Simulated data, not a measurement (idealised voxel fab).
Presented below is a process module, voxel transistor to metal.
FYI the section here is cut, 290 nm wide, cells are 5 nm squares.
Notation: cross-section as square-cell grid; stated in bands, top first, going down; one or more cell rows per band. In this notation a band is specified by the heights of its top and bottom, in that order and in nm, after which its materials appear from left to right, each paired with its width in nm. The word "everywhere" attached to a single material means that material fills the band from edge to edge; the word "air" stands for empty space. Counting heights begins at 0, where everything beneath is, in the wafer as received, one material. The lowest band has no bottom; it goes on downwards, as "top 0, no bottom" shows. Quick explanation for "30 to 40": the width changes in equal steps down the rows of cells, from the first number in the band's top row to the second number in its bottom row. No cell of the cross-section changed in a step that is given as "no change occurred". Any empty space of 8 cells or more lacking an open way to the top shows up in "Closed void roster" as width x height at distance, distance from the left edge, in nm. What comes after the settings on a step's line is commentary from the simulator itself on that step. You can add "overlay nm" to a step's line. For a step with a mask, it describes how far the mask lay to the right of its planned position, and a negative number describes a lay to the left.
-- Planned process steps
1) RECEIVE,material Si
2) OXIDIZE,depth nm 5
3) CONFORMAL_DEP,material SiN,thk nm 10
4) PATTERN,tone cover,mask id ACTIVE,material resist,width nm 115,pitch nm 140,thk nm 15,overlay nm 0
5) DIRECTIONAL_ETCH,etch materials SiN,depth nm 10
6) DIRECTIONAL_ETCH,etch materials SiO2,depth nm 5
7) DIRECTIONAL_ETCH,etch materials Si,depth nm 35
8) STRIP,etch materials resist
9) FILL_DEP,material SiO2,thk nm 10
10) CMP,height nm 10
11) SELECTIVE_ETCH,etch materials SiO2,depth nm 10
12) STRIP,etch materials SiN
13) SELECTIVE_ETCH,etch materials SiO2,depth nm 5
14) OXIDIZE,depth nm 5
15) DIRECTIONAL_DEP,material polySi,thk nm 20
16) DIRECTIONAL_DEP,material SiCN,thk nm 15
17) PATTERN,tone cover,mask id GATE,material resist,width nm 25,pitch nm 140,thk nm 15,overlay nm 0
18) DIRECTIONAL_ETCH,etch materials SiCN,depth nm 25
19) DIRECTIONAL_ETCH,etch materials polySi,depth nm 30
20) STRIP,etch materials resist
21) CONFORMAL_DEP,material SiN,thk nm 5
22) DIRECTIONAL_ETCH,etch materials SiN,depth nm 5
23) DIRECTIONAL_ETCH,etch materials SiO2,depth nm 5
24) DIRECTIONAL_ETCH,etch materials Si,depth nm 15
25) EPI,material nSi,thk nm 20
26) FILL_DEP,material SiO2,thk nm 10
27) CMP,height nm 15
28) STRIP,etch materials polySi
29) SELECTIVE_ETCH,etch materials SiO2,depth nm 5
30) CONFORMAL_DEP,material HfO2,thk nm 5
31) CONFORMAL_DEP,material TiN,thk nm 5
32) FILL_DEP,material W,thk nm 10
33) CMP,height nm 10
34) DIRECTIONAL_DEP,material SiO2,thk nm 15
35) MASKED_ETCH,tone open,mask id CONTACT,width nm 15,etch materials SiO2,depth nm 30,overlay nm 0
36) CONFORMAL_DEP,material TiN,thk nm 5
37) FILL_DEP,material Ru,thk nm 5
38) CMP,height nm 25
39) CONFORMAL_DEP,material SiN,thk nm 5
40) DIRECTIONAL_DEP,material SiO2,thk nm 20
41) DIRECTIONAL_DEP,material aC,thk nm 10
42) PATTERN,tone open,mask id METAL_1,material resist,width nm 15,thk nm 30,overlay nm 0
43) DIRECTIONAL_ETCH,etch materials aC,depth nm 10
44) STRIP,etch materials resist
45) DIRECTIONAL_ETCH,etch materials SiO2,depth nm 20
46) DIRECTIONAL_ETCH,etch materials SiN,depth nm 5
47) STRIP,etch materials aC
48) CONFORMAL_DEP,material TiN,thk nm 5
49) FILL_DEP,material Cu,thk nm 5
50) CMP,height nm 50
51) EPI,material Ru,thk nm 5
52) FILL_DEP,material SiCN,thk nm 5
-- Step 1 complete: cross-section of the wafer as received
> top 0, no bottom | Si everywhere
> Closed void roster: none
-- Wafer cross-section at module end: first of two, run to plan
> top 60, bottom 55 | SiCN everywhere
> top 55, bottom 50 | SiCN 20 nm | Ru 25 nm | SiCN 55 nm | Ru 25 nm | SiCN 35 nm | Ru 25 nm | SiCN 55 nm | Ru 25 nm | SiCN 25 nm
> top 50, bottom 30 | SiO2 25 nm | TiN 5 nm | Cu 5 nm | TiN 5 nm | SiO2 65 nm | TiN 5 nm | Cu 5 nm | TiN 5 nm | SiO2 45 nm | TiN 5 nm | Cu 5 nm | TiN 5 nm | SiO2 65 nm | TiN 5 nm | Cu 5 nm | TiN 5 nm | SiO2 30 nm
> top 30, bottom 25 | SiN 25 nm | TiN 15 nm | SiN 65 nm | TiN 15 nm | SiN 45 nm | TiN 15 nm | SiN 65 nm | TiN 15 nm | SiN 30 nm
> top 25, bottom 15 | SiO2 25 nm | TiN 5 nm | Ru 5 nm | TiN 5 nm | SiO2 65 nm | TiN 5 nm | Ru 5 nm | TiN 5 nm | SiO2 45 nm | TiN 5 nm | Ru 5 nm | TiN 5 nm | SiO2 65 nm | TiN 5 nm | Ru 5 nm | TiN 5 nm | SiO2 30 nm
> top 15, bottom 10 | SiO2 25 nm | TiN 15 nm | SiO2 65 nm | TiN 15 nm | SiO2 45 nm | TiN 15 nm | SiO2 65 nm | TiN 15 nm | SiO2 30 nm
> top 10, bottom 0 | SiO2 25 nm | TiN 10 nm | nSi 20 nm | SiN 5 nm | HfO2 5 nm | TiN 5 nm | W 5 nm | TiN 5 nm | HfO2 5 nm | SiN 5 nm | nSi 20 nm | TiN 10 nm | SiO2 45 nm | TiN 10 nm | nSi 20 nm | SiN 5 nm | HfO2 5 nm | TiN 5 nm | W 5 nm | TiN 5 nm | HfO2 5 nm | SiN 5 nm | nSi 20 nm | TiN 10 nm | SiO2 30 nm
> top 0, bottom -5 | SiO2 25 nm | TiN 10 nm | nSi 20 nm | SiN 5 nm | HfO2 5 nm | TiN 15 nm | HfO2 5 nm | SiN 5 nm | nSi 20 nm | TiN 10 nm | SiO2 45 nm | TiN 10 nm | nSi 20 nm | SiN 5 nm | HfO2 5 nm | TiN 15 nm | HfO2 5 nm | SiN 5 nm | nSi 20 nm | TiN 10 nm | SiO2 30 nm
> top -5, bottom -10 | SiO2 10 nm | nSi 45 nm | HfO2 35 nm | nSi 45 nm | SiO2 15 nm | nSi 45 nm | HfO2 35 nm | nSi 45 nm | SiO2 15 nm
> top -10, bottom -25 | SiO2 15 nm | nSi 40 nm | Si 35 nm | nSi 40 nm | SiO2 25 nm | nSi 40 nm | Si 35 nm | nSi 40 nm | SiO2 20 nm
> top -25, bottom -40 | SiO2 15 nm | Si 115 nm | SiO2 25 nm | Si 115 nm | SiO2 20 nm
> top -40, no bottom | Si everywhere
> Closed void roster: none
-- Module end: cross-section of wafer two of two. Same start and process plan as the first wafer. One mistake during execution
> top 60, bottom 55 | SiCN everywhere
> top 55, bottom 50 | SiCN 20 nm | Ru 25 nm | SiCN 55 nm | Ru 25 nm | SiCN 35 nm | Ru 25 nm | SiCN 55 nm | Ru 25 nm | SiCN 25 nm
> top 50, bottom 30 | SiO2 25 nm | TiN 5 nm | Cu 5 nm | TiN 5 nm | SiO2 65 nm | TiN 5 nm | Cu 5 nm | TiN 5 nm | SiO2 45 nm | TiN 5 nm | Cu 5 nm | TiN 5 nm | SiO2 65 nm | TiN 5 nm | Cu 5 nm | TiN 5 nm | SiO2 30 nm
> top 30, bottom 25 | SiN 25 nm | TiN 15 nm | SiN 65 nm | TiN 15 nm | SiN 45 nm | TiN 15 nm | SiN 65 nm | TiN 15 nm | SiN 30 nm
> top 25, bottom 15 | SiO2 25 nm | TiN 5 nm | Ru 5 nm | TiN 5 nm | SiO2 65 nm | TiN 5 nm | Ru 5 nm | TiN 5 nm | SiO2 45 nm | TiN 5 nm | Ru 5 nm | TiN 5 nm | SiO2 65 nm | TiN 5 nm | Ru 5 nm | TiN 5 nm | SiO2 30 nm
> top 15, bottom 10 | SiO2 25 nm | TiN 15 nm | SiO2 65 nm | TiN 15 nm | SiO2 45 nm | TiN 15 nm | SiO2 65 nm | TiN 15 nm | SiO2 30 nm
> top 10, bottom 0 | SiO2 25 nm | TiN 10 nm | nSi 20 nm | SiN 5 nm | HfO2 5 nm | TiN 5 nm | W 5 nm | TiN 5 nm | HfO2 5 nm | SiN 5 nm | nSi 20 nm | TiN 10 nm | SiO2 45 nm | TiN 10 nm | nSi 20 nm | SiN 5 nm | HfO2 5 nm | TiN 5 nm | W 5 nm | TiN 5 nm | HfO2 5 nm | SiN 5 nm | nSi 20 nm | TiN 10 nm | SiO2 30 nm
> top 0, bottom -5 | SiO2 25 nm | TiN 10 nm | nSi 20 nm | SiN 5 nm | HfO2 5 nm | TiN 15 nm | HfO2 5 nm | SiN 5 nm | nSi 20 nm | TiN 10 nm | SiO2 45 nm | TiN 10 nm | nSi 20 nm | SiN 5 nm | HfO2 5 nm | TiN 15 nm | HfO2 5 nm | SiN 5 nm | nSi 20 nm | TiN 10 nm | SiO2 30 nm
> top -5, bottom -10 | SiO2 10 nm | nSi 45 nm | HfO2 35 nm | nSi 45 nm | SiO2 15 nm | nSi 45 nm | HfO2 35 nm | nSi 45 nm | SiO2 15 nm
> top -10, bottom -25 | SiO2 15 nm | nSi 40 nm | Si 35 nm | nSi 40 nm | SiO2 25 nm | nSi 40 nm | Si 35 nm | nSi 40 nm | SiO2 20 nm
> top -25, bottom -45 | SiO2 15 nm | Si 115 nm | SiO2 25 nm | Si 115 nm | SiO2 20 nm
> top -45, no bottom | Si everywhere
> Closed void roster: none
The mistake made against the process plan was this: step 7 was processed under conditions differing from the plan, specifically as DIRECTIONAL_ETCH,etch materials Si,depth nm 40
at the end the second wafer has, in cells: Si: 12 fewer, SiO2: 12 more
